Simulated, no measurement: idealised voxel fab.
The following is a process module called voxel transistor to metal.
In the cross-section labelled cut, the width is 150 nm and each square cell is 5 nm.
A cross-section in this document is a grid of square cells, and it is written down as bands, the top band listed before the ones below it; a band is made up of one or more rows of cells. A band entry consists of two parts. The first gives the height of the band's top and the height of its bottom, in nm. The rest lists the band's materials from left to right, each with its width in nm. A single material labelled with the word "edge to edge" fills the band from edge to edge, and the word "empty" marks empty space. The reference from which all heights are counted is 0, the level beneath which the as-received wafer is entirely one material; the lowest band, having no lower bound, proceeds downward and is written after the example "z 0 and below". When a width is written as two numbers, as in "30..40", the first number is the width in the top row of cells of the band and the second is the width in its bottom row, and the width changes by the same amount from each row to the next. Any step labelled "remained unchanged" changed none of the cells in the cross-section. "Voids, enclosed" contains a list of empty spaces, each no smaller than 8 cells and without an open way to the top, written in the form width x height at distance with the distance from the left edge and all three in nm. Anything after a step's settings on that line? It's the simulator's own note about the step. overlay nm: where the mask lay relative to plan, measured to the right, on steps with a mask; negatives go left.

Intended process steps
| 1 | RECEIVE, material Si |
| 2 | OXIDIZE, depth nm 5 |
| 3 | CONFORMAL_DEP, material SiN, thk nm 10 |
| 4 | MASKED_ETCH, tone cover, mask id ACTIVE, width nm 110, etch materials SiN, depth nm 10, overlay nm 0 |
| 5 | MASKED_ETCH, tone cover, mask id ACTIVE, width nm 110, etch materials SiO2, depth nm 5, overlay nm 0 |
| 6 | MASKED_ETCH, tone cover, mask id ACTIVE, width nm 110, etch materials Si, depth nm 30, overlay nm 0 |
| 7 | OXIDIZE, depth nm 5 |
| 8 | FILL_DEP, material SiO2, thk nm 10 |
| 9 | CMP, height nm 10 |
| 10 | SELECTIVE_ETCH, etch materials SiO2, depth nm 5 |
| 11 | STRIP, etch materials SiN |
| 12 | SELECTIVE_ETCH, etch materials SiO2, depth nm 5 |
| 13 | OXIDIZE, depth nm 5 |
| 14 | DIRECTIONAL_DEP, material polySi, thk nm 25 |
| 15 | DIRECTIONAL_DEP, material SiCN, thk nm 10 |
| 16 | PATTERN, tone cover, mask id GATE, material resist, width nm 30, thk nm 20, overlay nm 0 |
| 17 | DIRECTIONAL_ETCH, etch materials SiCN, depth nm 20 |
| 18 | DIRECTIONAL_ETCH, etch materials polySi, depth nm 35 |
| 19 | STRIP, etch materials resist |
| 20 | CONFORMAL_DEP, material SiN, thk nm 10 |
| 21 | DIRECTIONAL_ETCH, etch materials SiN, depth nm 10 |
| 22 | DIRECTIONAL_ETCH, etch materials SiO2, depth nm 5 |
| 23 | EPI, material SiGe, thk nm 5 |
| 24 | FILL_DEP, material SiO2, thk nm 5 |
| 25 | CMP, height nm 20 |
| 26 | STRIP, etch materials polySi |
| 27 | SELECTIVE_ETCH, etch materials SiO2, depth nm 5 |
| 28 | CONFORMAL_DEP, material HfO2, thk nm 5 |
| 29 | CONFORMAL_DEP, material TiN, thk nm 5 |
| 30 | FILL_DEP, material W, thk nm 10 |
| 31 | CMP, height nm 15 |
| 32 | DIRECTIONAL_DEP, material SiO2, thk nm 10 |
| 33 | MASKED_ETCH, tone open, mask id CONTACT, width nm 20, pitch nm 80, etch materials SiO2, depth nm 30, overlay nm 0 |
| 34 | CONFORMAL_DEP, material TiN, thk nm 5 |
| 35 | FILL_DEP, material W, thk nm 10 |
| 36 | CMP, height nm 25 |
| 37 | DIRECTIONAL_DEP, material TiN, thk nm 5 |
| 38 | DIRECTIONAL_DEP, material W, thk nm 20 |
| 39 | DIRECTIONAL_DEP, material aC, thk nm 15 |
| 40 | PATTERN, tone cover, mask id METAL_1, material resist, width nm 20, pitch nm 80, thk nm 35, overlay nm 0 |
| 41 | DIRECTIONAL_ETCH, etch materials aC, depth nm 15 |
| 42 | STRIP, etch materials resist |
| 43 | DIRECTIONAL_ETCH, etch materials W, depth nm 20 |
| 44 | DIRECTIONAL_ETCH, etch materials TiN, depth nm 5 |
| 45 | STRIP, etch materials aC |
| 46 | CONFORMAL_DEP, material SiN, thk nm 5 |
| 47 | FILL_DEP, material lowk, thk nm 10 |
| 48 | CMP, height nm 50 |
| 49 | CONFORMAL_DEP, material SiN, thk nm 5 |

Shown in cross-section is the wafer as received, that is, as it stands after step 1
    z 0 and below = Si edge to edge
    Voids, enclosed: none

Starting structure and process plan are as shown above, but one mistake was made in running the module; the wafer cross-section at the end of the module follows
    z 55 to 50 = SiN edge to edge
    z 50 to 30 = lowk (20), SiN (5), W (20), SiN (5), lowk (50), SiN (5), W (20), SiN (5), lowk (20)
    z 30 to 25 = SiN (25), TiN (20), SiN (60), TiN (20), SiN (25)
    z 25 to 15 = SiO2 (25), TiN (5), W (10), TiN (5), SiO2 (60), TiN (5), W (10), TiN (5), SiO2 (25)
    z 15 to 0 = SiO2 (25), TiN (5), W (10), TiN (5), SiO2 (5), SiN (10), HfO2 (5), TiN (5), W (10), TiN (5), HfO2 (5), SiN (10), SiO2 (5), TiN (5), W (10), TiN (5), SiO2 (25)
    z 0 to -5 = SiO2 (15), SiN (10), TiN (20), SiO2 (5), SiN (10), HfO2 (5), TiN (20), HfO2 (5), SiN (10), SiO2 (5), TiN (20), SiN (10), SiO2 (15)
    z -5 to -10 = SiO2 (25), SiGe (25), SiO2 (5), HfO2 (40), SiO2 (5), SiGe (25), SiO2 (25)
    z -10 to -45 = SiO2 (30), Si (90), SiO2 (30)
    z -45 and below = Si edge to edge
    Voids, enclosed: none
Where did the run depart from the plan? step 7 ran differently from the plan; actual operation with settings: OXIDIZE, depth nm 10
